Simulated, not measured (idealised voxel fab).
The document below concerns the process module designated voxel gate over fins.
In the cross-section labelled cut, the width is 290 nm and each square cell is 5 nm.
This document writes a cross-section as a grid whose cells are square, and gives it as bands, listed from the top down; one or more rows of cells form a band. The entry gives the band's vertical extent as a top height and a bottom height in nm, then its horizontal make-up as materials from left to right, each with a width in nm. "blank" stands for empty space; a single material marked "everywhere" fills the band edge to edge. Height is counted from the level 0, under which the received wafer is composed throughout of one material. The lowest of the bands is not closed at the bottom but continues downward, in the notation "0 and below". The expression "30..40" gives the width at the extremes of the band, the first number at its top row of cells and the second at its bottom row, with the width changing by equal amounts from each row to the next in between. Given "all unchanged" for a step, no cell of the cross-section differs between before and after that step. Entry "Fully sealed voids". Content: empty spaces with no open connection to the top, size 8 cells or greater. Each: width x height at distance. Distance: from left edge. Unit: nm. Formally, on a step line, whatever follows the settings is a remark that the simulator itself makes on the step. The "overlay nm" setting may appear on a step's line; for a step that uses a mask, it gives how far to the right of its planned position the mask lay, and a negative value indicates the left.

**So here's the lineup of process steps we planned**
- 1: RECEIVE [material Si]
- 2: CONFORMAL_DEP [material SiN] [thk nm 10]
- 3: MASKED_ETCH [tone cover] [mask id FINS] [width nm 15] [pitch nm 40] [etch materials SiN] [depth nm 10] [overlay nm 0]
- 4: MASKED_ETCH [tone cover] [mask id FINS] [width nm 15] [pitch nm 40] [etch materials Si] [depth nm 30] [overlay nm 0]
- 5: FILL_DEP [material SiO2] [thk nm 5]
- 6: CMP [height nm 10]
- 7: SELECTIVE_ETCH [etch materials SiO2] [depth nm 25]
- 8: STRIP [etch materials SiN]
- 9: CONFORMAL_DEP [material HfO2] [thk nm 5]
- 10: CONFORMAL_DEP [material TiN] [thk nm 5]
- 11: CONFORMAL_DEP [material TiAl] [thk nm 5]
- 12: CONFORMAL_DEP [material TiN] [thk nm 5]
- 13: FILL_DEP [material W] [thk nm 10]
- 14: CMP [height nm 25]
- 15: CONFORMAL_DEP [material SiCN] [thk nm 10]

**Cross-section of the incoming wafer, state after step 1**
  0 and below | Si everywhere
  Fully sealed voids: none

**Figure: cross-sectional view of the wafer upon completion of the module, processed from the initial state and according to the plan depicted above, with one error introduced during execution**
  35 down to 25 | SiCN everywhere
  25 down to 20 | 95 of W | 5 of TiN | 85 of TiAl | 5 of TiN | 100 of W
  20 down to 15 | 95 of W | 5 of TiN | 5 of TiAl | 35 of TiN | 5 of TiAl | 35 of TiN | 5 of TiAl | 5 of TiN | 100 of W
  15 down to 10 | 95 of W | 5 of TiN | 5 of TiAl | 5 of TiN | 25 of HfO2 | 5 of TiN | 5 of TiAl | 5 of TiN | 25 of HfO2 | 5 of TiN | 5 of TiAl | 5 of TiN | 100 of W
  10 down to 0 | 95 of W | 5 of TiN | 5 of TiAl | 5 of TiN | 5 of HfO2 | 15 of SiN | 5 of HfO2 | 5 of TiN | 5 of TiAl | 5 of TiN | 5 of HfO2 | 15 of SiN | 5 of HfO2 | 5 of TiN | 5 of TiAl | 5 of TiN | 100 of W
  0 down to -10 | 95 of W | 5 of TiN | 5 of TiAl | 5 of TiN | 5 of HfO2 | 15 of Si | 5 of HfO2 | 5 of TiN | 5 of TiAl | 5 of TiN | 5 of HfO2 | 15 of Si | 5 of HfO2 | 5 of TiN | 5 of TiAl | 5 of TiN | 100 of W
  -10 down to -15 | 100 of TiN | 5 of TiAl | 5 of TiN | 5 of HfO2 | 15 of Si | 5 of HfO2 | 5 of TiN | 5 of TiAl | 5 of TiN | 5 of HfO2 | 15 of Si | 5 of HfO2 | 5 of TiN | 5 of TiAl | 105 of TiN
  -15 down to -20 | 105 of TiAl | 5 of TiN | 5 of HfO2 | 15 of Si | 5 of HfO2 | 5 of TiN | 5 of TiAl | 5 of TiN | 5 of HfO2 | 15 of Si | 5 of HfO2 | 5 of TiN | 110 of TiAl
  -20 down to -25 | 110 of TiN | 5 of HfO2 | 15 of Si | 5 of HfO2 | 15 of TiN | 5 of HfO2 | 15 of Si | 5 of HfO2 | 115 of TiN
  -25 down to -30 | 115 of HfO2 | 15 of Si | 25 of HfO2 | 15 of Si | 120 of HfO2
  -30 and below | Si everywhere
  Fully sealed voids: none
It is concluded that the wafer was processed incorrectly with respect to the plan, in that not per plan at step 8, really ran STRIP [etch materials SiO2]
